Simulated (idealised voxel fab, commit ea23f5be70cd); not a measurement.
The document below concerns the process module designated voxel double patterning.
This is section cut - it's 215 nm across, gridded in 5 nm square cells.
Reading order for cross-sections: top band down to bottom band. Underlying form: a grid of square cells. Band size: one or more rows of cells. In this notation a band is specified by the heights of its top and bottom, in that order and in nm, after which its materials appear from left to right, each paired with its width in nm. The word "throughout" attached to a single material means that material fills the band from edge to edge; the word "blank" stands for empty space. Where do heights start? At 0: under that level the wafer as delivered is made of one material only. And the lowest band has no floor; it just carries on downward, as in "0 and below". Width "30..40": first value at the band's top row of cells, second value at its bottom row, equal change from row to row. Take "nothing altered" at face value: in the step it is given for, the cross-section changed in none of its cells. Enclosed voids (no open way to top), threshold 8 cells or more, entry "Sealed void list", notation width x height at distance, distance from left edge, nm. Read whatever lies past the settings on a step's line as the simulator's own remark about the step. overlay nm: mask right of planned place by this much (step with mask). Neg. = left.

PLANNED STEP LIST FOR THE PROCESS
1 RECEIVE: material Si
2 CONFORMAL_DEP: material SiO2, thk nm 5
3 DIRECTIONAL_DEP: material W, thk nm 20
4 DIRECTIONAL_DEP: material SiCN, thk nm 5
5 DIRECTIONAL_DEP: material aC, thk nm 10
6 PATTERN: tone open, mask id FIRST, material resist, width nm 15, pitch nm 50, thk nm 25, overlay nm 0
7 DIRECTIONAL_ETCH: etch materials aC, depth nm 10
8 STRIP: etch materials resist
9 DIRECTIONAL_ETCH: etch materials SiCN, depth nm 5
10 STRIP: etch materials aC
11 MASKED_ETCH: tone open, mask id SECOND, width nm 15, pitch nm 50, etch materials SiCN, depth nm 5, overlay nm 0
12 DIRECTIONAL_ETCH: etch materials W, depth nm 20
13 STRIP: etch materials SiCN

INCOMING WAFER, CROSS-SECTIONAL VIEW, POST STEP 1
* 0 and below: Si throughout
* Sealed void list: none

SECTIONED VIEW, FIRST OF TWO WAFERS, AT THE CLOSE OF THE MODULE, PROCESSED AS INTENDED IN THE PLAN
* 25 down to 5: W (50)  blank (15)  W (10)  blank (15)  W (10)  blank (15)  W (10)  blank (15)  W (10)  blank (15)  W (50)
* 5 down to 0: SiO2 throughout
* 0 and below: Si throughout
* Sealed void list: none

CROSS-SECTION, WAFER TWO OF TWO, END OF MODULE: SAME START AND PLAN AS WAFER ONE, ONE ERROR IN EXECUTION
* 30 down to 10: W (50)  blank (15)  W (10)  blank (15)  W (10)  blank (15)  W (10)  blank (15)  W (10)  blank (15)  W (50)
* 10 down to 5: W throughout
* 5 down to 0: SiO2 throughout
* 0 and below: Si throughout
* Sealed void list: none
Here's what went sideways: in deviation from the planned setting, step 3 was conducted as DIRECTIONAL_DEP: material W, thk nm 25
Looking at both finished wafers in cells, the second ends up ahead of or behind the first on some materials: W +43
